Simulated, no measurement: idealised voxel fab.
Presented below is a process module, voxel wiring stack.
The cross-section on display is named cut; it measures 140 nm wide, and its cells are 5 nm squares.
In what follows, cross-sections appear as grids of square cells, described through bands that run from the top down, where every band is one or more rows of cells. Top, bottom (nm), then materials left to right with widths (nm); lone material tagged "full width" fills the whole band edge to edge; "blank" = empty space. Measure heights from 0. That's the level where, below it, the as-received wafer is all one material. The lowest band is bottomless and extends downward; write it as in "0 down". A two-number width, for instance "30->40", indicates that the width is equal to the first number in the top row of the band and to the second number in the bottom row, and that it changes by a constant amount per row of cells. The designation "identical to before", where it is given for a processing step, indicates that no cell of the cross-section was altered in the course of that step. Empty spaces counting at least 8 cells and having no open way to the top are listed in "Completely enclosed voids". The notation width x height at distance is used for each, the distance being from the left edge and all three values in nm. Note: text after step settings on the step line = simulator remark on that step. overlay nm: right-of-plan distance of the mask on a masked step; negative values mean left-of-plan.

The following list gives the planned process steps:
| 1 | RECEIVE | material Si |
| 2 | CONFORMAL_DEP | material SiO2 | thk nm 10 |
| 3 | CONFORMAL_DEP | material SiCN | thk nm 5 |
| 4 | DIRECTIONAL_DEP | material SiO2 | thk nm 25 |
| 5 | MASKED_ETCH | tone open | mask id METAL_1 | width nm 20 | pitch nm 35 | etch materials SiO2 | depth nm 25 | overlay nm 0 |
| 6 | MASKED_ETCH | tone open | mask id METAL_1 | width nm 20 | pitch nm 35 | etch materials SiCN | depth nm 5 | overlay nm 0 |
| 7 | CONFORMAL_DEP | material TiN | thk nm 5 |
| 8 | FILL_DEP | material W | thk nm 10 |
| 9 | CMP | height nm 40 |
| 10 | EPI | material Ru | thk nm 5 |
| 11 | FILL_DEP | material SiCN | thk nm 5 |
| 12 | DIRECTIONAL_DEP | material lowk | thk nm 10 |
| 13 | PATTERN | tone open | mask id PLUG_1 | material resist | width nm 15 | pitch nm 70 | thk nm 20 | overlay nm 0 |
| 14 | DIRECTIONAL_ETCH | etch materials lowk | depth nm 10 |
| 15 | DIRECTIONAL_ETCH | etch materials SiCN | depth nm 5 |
| 16 | STRIP | etch materials resist |
| 17 | CONFORMAL_DEP | material TiN | thk nm 5 |
| 18 | FILL_DEP | material W | thk nm 5 |
| 19 | CMP | height nm 60 |
| 20 | DIRECTIONAL_DEP | material TiN | thk nm 5 |
| 21 | DIRECTIONAL_DEP | material Ru | thk nm 20 |
| 22 | MASKED_ETCH | tone cover | mask id METAL_2 | width nm 20 | pitch nm 35 | etch materials Ru | depth nm 20 | overlay nm 0 |
| 23 | MASKED_ETCH | tone cover | mask id METAL_2 | width nm 20 | pitch nm 35 | etch materials TiN | depth nm 5 | overlay nm 0 |
| 24 | CONFORMAL_DEP | material SiN | thk nm 5 |
| 25 | FILL_DEP | material lowk | thk nm 10 |
| 26 | CMP | height nm 85 |
| 27 | CONFORMAL_DEP | material SiCN | thk nm 5 |
| 28 | DIRECTIONAL_DEP | material SiO2 | thk nm 35 |
| 29 | PATTERN | tone open | mask id METAL_3 | material resist | width nm 20 | pitch nm 35 | thk nm 15 | overlay nm 0 |
| 30 | DIRECTIONAL_ETCH | etch materials SiO2 | depth nm 20 |
| 31 | STRIP | etch materials resist |
| 32 | PATTERN | tone open | mask id METAL_3_HOLES | material resist | width nm 15 | pitch nm 35 | thk nm 15 | overlay nm 0 |
| 33 | DIRECTIONAL_ETCH | etch materials SiO2 | depth nm 15 |
| 34 | DIRECTIONAL_ETCH | etch materials SiCN | depth nm 5 |
| 35 | STRIP | etch materials resist |
| 36 | CONFORMAL_DEP | material TiN | thk nm 5 |
| 37 | FILL_DEP | material Cu | thk nm 10 |
| 38 | CMP | height nm 125 |
| 39 | CONFORMAL_DEP | material SiN | thk nm 5 |

The first wafer of two, processed as planned:

As received (post step 1): cross-section:
> 0 down = Si full width
> Completely enclosed voids: none

Sectional view: wafer, after step 2:
> 10 to 0 = SiO2 full width
> Unchanged below 0.

Sectional view: wafer, after step 3:
> 15 to 10 = SiCN full width
> Unchanged below 10.

Sectional view: wafer, after step 4:
> 40 to 15 = SiO2 full width
> Unchanged below 15.

Sectional view: wafer, after step 5:
> 40 to 15 = SiO2=25 | blank=20 | SiO2=15 | blank=20 | SiO2=15 | blank=20 | SiO2=25
> Unchanged below 15.

Sectional view: wafer, after step 6:
> 40 to 15 = SiO2=25 | blank=20 | SiO2=15 | blank=20 | SiO2=15 | blank=20 | SiO2=25
> 15 to 10 = SiCN=25 | blank=20 | SiCN=15 | blank=20 | SiCN=15 | blank=20 | SiCN=25
> Unchanged below 10.

Sectional view: wafer, after step 7:
> 45 to 40 = TiN=30 | blank=10 | TiN=25 | blank=10 | TiN=25 | blank=10 | TiN=30
> 40 to 15 = SiO2=25 | TiN=5 | blank=10 | TiN=5 | SiO2=15 | TiN=5 | blank=10 | TiN=5 | SiO2=15 | TiN=5 | blank=10 | TiN=5 | SiO2=25
> 15 to 10 = SiCN=25 | TiN=20 | SiCN=15 | TiN=20 | SiCN=15 | TiN=20 | SiCN=25
> Unchanged below 10.

Sectional view: wafer, after step 8:
> 55 to 45 = W full width
> 45 to 40 = TiN=30 | W=10 | TiN=25 | W=10 | TiN=25 | W=10 | TiN=30
> 40 to 15 = SiO2=25 | TiN=5 | W=10 | TiN=5 | SiO2=15 | TiN=5 | W=10 | TiN=5 | SiO2=15 | TiN=5 | W=10 | TiN=5 | SiO2=25
> Unchanged below 15.

Sectional view: wafer, after step 9:
> 40 to 15 = SiO2=25 | TiN=5 | W=10 | TiN=5 | SiO2=15 | TiN=5 | W=10 | TiN=5 | SiO2=15 | TiN=5 | W=10 | TiN=5 | SiO2=25
> Unchanged below 15.

Sectional view: wafer, after step 10:
> 45 to 40 = blank=20 | Ru=30 | blank=5 | Ru=30 | blank=5 | Ru=30 | blank=20
> Unchanged below 40.

Sectional view: wafer, after step 11:
> 50 to 45 = SiCN full width
> 45 to 40 = SiCN=20 | Ru=30 | SiCN=5 | Ru=30 | SiCN=5 | Ru=30 | SiCN=20
> Unchanged below 40.

Sectional view: wafer, after step 12:
> 60 to 50 = lowk full width
> Unchanged below 50.

Sectional view: wafer, after step 13:
> 80 to 60 = resist=25 | blank=15 | resist=55 | blank=15 | resist=30
> Unchanged below 60.

Sectional view: wafer, after step 14:
> 80 to 60 = resist=25 | blank=15 | resist=55 | blank=15 | resist=30
> 60 to 50 = lowk=25 | blank=15 | lowk=55 | blank=15 | lowk=30
> Unchanged below 50.

Sectional view: wafer, after step 15:
> 80 to 60 = resist=25 | blank=15 | resist=55 | blank=15 | resist=30
> 60 to 50 = lowk=25 | blank=15 | lowk=55 | blank=15 | lowk=30
> 50 to 45 = SiCN=25 | blank=15 | SiCN=55 | blank=15 | SiCN=30
> Unchanged below 45.

Sectional view: wafer, after step 16:
> 60 to 50 = lowk=25 | blank=15 | lowk=55 | blank=15 | lowk=30
> Unchanged below 50.

Sectional view: wafer, after step 17:
> 65 to 60 = TiN=30 | blank=5 | TiN=65 | blank=5 | TiN=35
> 60 to 50 = lowk=25 | TiN=5 | blank=5 | TiN=5 | lowk=55 | TiN=5 | blank=5 | TiN=5 | lowk=30
> 50 to 45 = SiCN=25 | TiN=15 | SiCN=55 | TiN=15 | SiCN=30
> Unchanged below 45.

Sectional view: wafer, after step 18:
> 70 to 65 = W full width
> 65 to 60 = TiN=30 | W=5 | TiN=65 | W=5 | TiN=35
> 60 to 50 = lowk=25 | TiN=5 | W=5 | TiN=5 | lowk=55 | TiN=5 | W=5 | TiN=5 | lowk=30
> Unchanged below 50.

Sectional view: wafer, after step 19:
> 60 to 50 = lowk=25 | TiN=5 | W=5 | TiN=5 | lowk=55 | TiN=5 | W=5 | TiN=5 | lowk=30
> Unchanged below 50.

Sectional view: wafer, after step 20:
> 65 to 60 = TiN full width
> Unchanged below 60.

Sectional view: wafer, after step 21:
> 85 to 65 = Ru full width
> Unchanged below 65.

Sectional view: wafer, after step 22:
> 85 to 65 = blank=25 | Ru=20 | blank=15 | Ru=20 | blank=15 | Ru=20 | blank=25
> Unchanged below 65.

Sectional view: wafer, after step 23:
> 85 to 65 = blank=25 | Ru=20 | blank=15 | Ru=20 | blank=15 | Ru=20 | blank=25
> 65 to 60 = blank=25 | TiN=20 | blank=15 | TiN=20 | blank=15 | TiN=20 | blank=25
> Unchanged below 60.

Sectional view: wafer, after step 24:
> 90 to 85 = blank=20 | SiN=30 | blank=5 | SiN=30 | blank=5 | SiN=30 | blank=20
> 85 to 65 = blank=20 | SiN=5 | Ru=20 | SiN=5 | blank=5 | SiN=5 | Ru=20 | SiN=5 | blank=5 | SiN=5 | Ru=20 | SiN=5 | blank=20
> 65 to 60 = SiN=25 | TiN=20 | SiN=15 | TiN=20 | SiN=15 | TiN=20 | SiN=25
> Unchanged below 60.

Sectional view: wafer, after step 25:
> 100 to 90 = lowk full width
> 90 to 85 = lowk=20 | SiN=30 | lowk=5 | SiN=30 | lowk=5 | SiN=30 | lowk=20
> 85 to 65 = lowk=20 | SiN=5 | Ru=20 | SiN=5 | lowk=5 | SiN=5 | Ru=20 | SiN=5 | lowk=5 | SiN=5 | Ru=20 | SiN=5 | lowk=20
> Unchanged below 65.

Sectional view: wafer, after step 26:
> 85 to 65 = lowk=20 | SiN=5 | Ru=20 | SiN=5 | lowk=5 | SiN=5 | Ru=20 | SiN=5 | lowk=5 | SiN=5 | Ru=20 | SiN=5 | lowk=20
> Unchanged below 65.

Sectional view: wafer, after step 27:
> 90 to 85 = SiCN full width
> Unchanged below 85.

Sectional view: wafer, after step 28:
> 125 to 90 = SiO2 full width
> Unchanged below 90.

Sectional view: wafer, after step 29:
> 140 to 125 = resist=25 | blank=20 | resist=15 | blank=20 | resist=15 | blank=20 | resist=25
> Unchanged below 125.

Sectional view: wafer, after step 30:
> 140 to 125 = resist=25 | blank=20 | resist=15 | blank=20 | resist=15 | blank=20 | resist=25
> 125 to 105 = SiO2=25 | blank=20 | SiO2=15 | blank=20 | SiO2=15 | blank=20 | SiO2=25
> Unchanged below 105.

Sectional view: wafer, after step 31:
> 125 to 105 = SiO2=25 | blank=20 | SiO2=15 | blank=20 | SiO2=15 | blank=20 | SiO2=25
> Unchanged below 105.

Sectional view: wafer, after step 32:
> 140 to 125 = resist=25 | blank=15 | resist=20 | blank=15 | resist=20 | blank=15 | resist=30
> 125 to 105 = SiO2=25 | blank=15 | resist=5 | SiO2=15 | blank=15 | resist=5 | SiO2=15 | blank=15 | resist=5 | SiO2=25
> Unchanged below 105.

Sectional view: wafer, after step 33:
> 140 to 125 = resist=25 | blank=15 | resist=20 | blank=15 | resist=20 | blank=15 | resist=30
> 125 to 105 = SiO2=25 | blank=15 | resist=5 | SiO2=15 | blank=15 | resist=5 | SiO2=15 | blank=15 | resist=5 | SiO2=25
> 105 to 90 = SiO2=25 | blank=15 | SiO2=20 | blank=15 | SiO2=20 | blank=15 | SiO2=30
> Unchanged below 90.

Sectional view: wafer, after step 34:
> 140 to 125 = resist=25 | blank=15 | resist=20 | blank=15 | resist=20 | blank=15 | resist=30
> 125 to 105 = SiO2=25 | blank=15 | resist=5 | SiO2=15 | blank=15 | resist=5 | SiO2=15 | blank=15 | resist=5 | SiO2=25
> 105 to 90 = SiO2=25 | blank=15 | SiO2=20 | blank=15 | SiO2=20 | blank=15 | SiO2=30
> 90 to 85 = SiCN=25 | blank=15 | SiCN=20 | blank=15 | SiCN=20 | blank=15 | SiCN=30
> Unchanged below 85.

Sectional view: wafer, after step 35:
> 125 to 105 = SiO2=25 | blank=20 | SiO2=15 | blank=20 | SiO2=15 | blank=20 | SiO2=25
> Unchanged below 105.

Sectional view: wafer, after step 36:
> 130 to 125 = TiN=30 | blank=10 | TiN=25 | blank=10 | TiN=25 | blank=10 | TiN=30
> 125 to 110 = SiO2=25 | TiN=5 | blank=10 | TiN=5 | SiO2=15 | TiN=5 | blank=10 | TiN=5 | SiO2=15 | TiN=5 | blank=10 | TiN=5 | SiO2=25
> 110 to 105 = SiO2=25 | TiN=5 | blank=5 | TiN=10 | SiO2=15 | TiN=5 | blank=5 | TiN=10 | SiO2=15 | TiN=5 | blank=5 | TiN=10 | SiO2=25
> 105 to 90 = SiO2=25 | TiN=5 | blank=5 | TiN=5 | SiO2=20 | TiN=5 | blank=5 | TiN=5 | SiO2=20 | TiN=5 | blank=5 | TiN=5 | SiO2=30
> 90 to 85 = SiCN=25 | TiN=15 | SiCN=20 | TiN=15 | SiCN=20 | TiN=15 | SiCN=30
> Unchanged below 85.

Sectional view: wafer, after step 37:
> 140 to 130 = Cu full width
> 130 to 125 = TiN=30 | Cu=10 | TiN=25 | Cu=10 | TiN=25 | Cu=10 | TiN=30
> 125 to 110 = SiO2=25 | TiN=5 | Cu=10 | TiN=5 | SiO2=15 | TiN=5 | Cu=10 | TiN=5 | SiO2=15 | TiN=5 | Cu=10 | TiN=5 | SiO2=25
> 110 to 105 = SiO2=25 | TiN=5 | Cu=5 | TiN=10 | SiO2=15 | TiN=5 | Cu=5 | TiN=10 | SiO2=15 | TiN=5 | Cu=5 | TiN=10 | SiO2=25
> 105 to 90 = SiO2=25 | TiN=5 | Cu=5 | TiN=5 | SiO2=20 | TiN=5 | Cu=5 | TiN=5 | SiO2=20 | TiN=5 | Cu=5 | TiN=5 | SiO2=30
> Unchanged below 90.

Sectional view: wafer, after step 38:
> 125 to 110 = SiO2=25 | TiN=5 | Cu=10 | TiN=5 | SiO2=15 | TiN=5 | Cu=10 | TiN=5 | SiO2=15 | TiN=5 | Cu=10 | TiN=5 | SiO2=25
> Unchanged below 110.

Sectional view: wafer, after step 39:
> 130 to 125 = SiN full width
> Unchanged below 125.

Wafer two. Identical start, identical plan. One mistake in execution. Identical history through step 29:

X-section, second wafer, when step 30 was due to finish:
> 140 to 125 = resist=25 | blank=20 | resist=15 | blank=20 | resist=15 | blank=20 | resist=25
> 125 to 90 = SiO2=25 | blank=20 | SiO2=15 | blank=20 | SiO2=15 | blank=20 | SiO2=25
> Unchanged below 90.

X-section, second wafer, when step 31 was due to finish:
> 125 to 90 = SiO2=25 | blank=20 | SiO2=15 | blank=20 | SiO2=15 | blank=20 | SiO2=25
> Unchanged below 90.

X-section, second wafer, when step 32 was due to finish:
> 140 to 125 = resist=25 | blank=15 | resist=20 | blank=15 | resist=20 | blank=15 | resist=30
> 125 to 90 = SiO2=25 | blank=15 | resist=5 | SiO2=15 | blank=15 | resist=5 | SiO2=15 | blank=15 | resist=5 | SiO2=25
> Unchanged below 90.

X-section, second wafer, when step 33 was due to finish: identical to before

X-section, second wafer, when step 34 was due to finish:
> 140 to 125 = resist=25 | blank=15 | resist=20 | blank=15 | resist=20 | blank=15 | resist=30
> 125 to 90 = SiO2=25 | blank=15 | resist=5 | SiO2=15 | blank=15 | resist=5 | SiO2=15 | blank=15 | resist=5 | SiO2=25
> 90 to 85 = SiCN=25 | blank=15 | SiCN=20 | blank=15 | SiCN=20 | blank=15 | SiCN=30
> Unchanged below 85.

X-section, second wafer, when step 35 was due to finish:
> 125 to 90 = SiO2=25 | blank=20 | SiO2=15 | blank=20 | SiO2=15 | blank=20 | SiO2=25
> Unchanged below 90.

X-section, second wafer, when step 36 was due to finish:
> 130 to 125 = TiN=30 | blank=10 | TiN=25 | blank=10 | TiN=25 | blank=10 | TiN=30
> 125 to 95 = SiO2=25 | TiN=5 | blank=10 | TiN=5 | SiO2=15 | TiN=5 | blank=10 | TiN=5 | SiO2=15 | TiN=5 | blank=10 | TiN=5 | SiO2=25
> 95 to 90 = SiO2=25 | TiN=5 | blank=5 | TiN=10 | SiO2=15 | TiN=5 | blank=5 | TiN=10 | SiO2=15 | TiN=5 | blank=5 | TiN=10 | SiO2=25
> 90 to 85 = SiCN=25 | TiN=15 | SiCN=20 | TiN=15 | SiCN=20 | TiN=15 | SiCN=30
> Unchanged below 85.

X-section, second wafer, when step 37 was due to finish:
> 140 to 130 = Cu full width
> 130 to 125 = TiN=30 | Cu=10 | TiN=25 | Cu=10 | TiN=25 | Cu=10 | TiN=30
> 125 to 95 = SiO2=25 | TiN=5 | Cu=10 | TiN=5 | SiO2=15 | TiN=5 | Cu=10 | TiN=5 | SiO2=15 | TiN=5 | Cu=10 | TiN=5 | SiO2=25
> 95 to 90 = SiO2=25 | TiN=5 | Cu=5 | TiN=10 | SiO2=15 | TiN=5 | Cu=5 | TiN=10 | SiO2=15 | TiN=5 | Cu=5 | TiN=10 | SiO2=25
> Unchanged below 90.

X-section, second wafer, when step 38 was due to finish:
> 125 to 95 = SiO2=25 | TiN=5 | Cu=10 | TiN=5 | SiO2=15 | TiN=5 | Cu=10 | TiN=5 | SiO2=15 | TiN=5 | Cu=10 | TiN=5 | SiO2=25
> Unchanged below 95.

X-section, second wafer, when step 39 was due to finish:
> 130 to 125 = SiN full width
> Unchanged below 125.
Where did the run depart from the plan? step 30, plan: ran twice
Heads up, by the end the second wafer has more or fewer cells of some materials compared to the first: 9 more of Cu, 9 fewer of SiO2
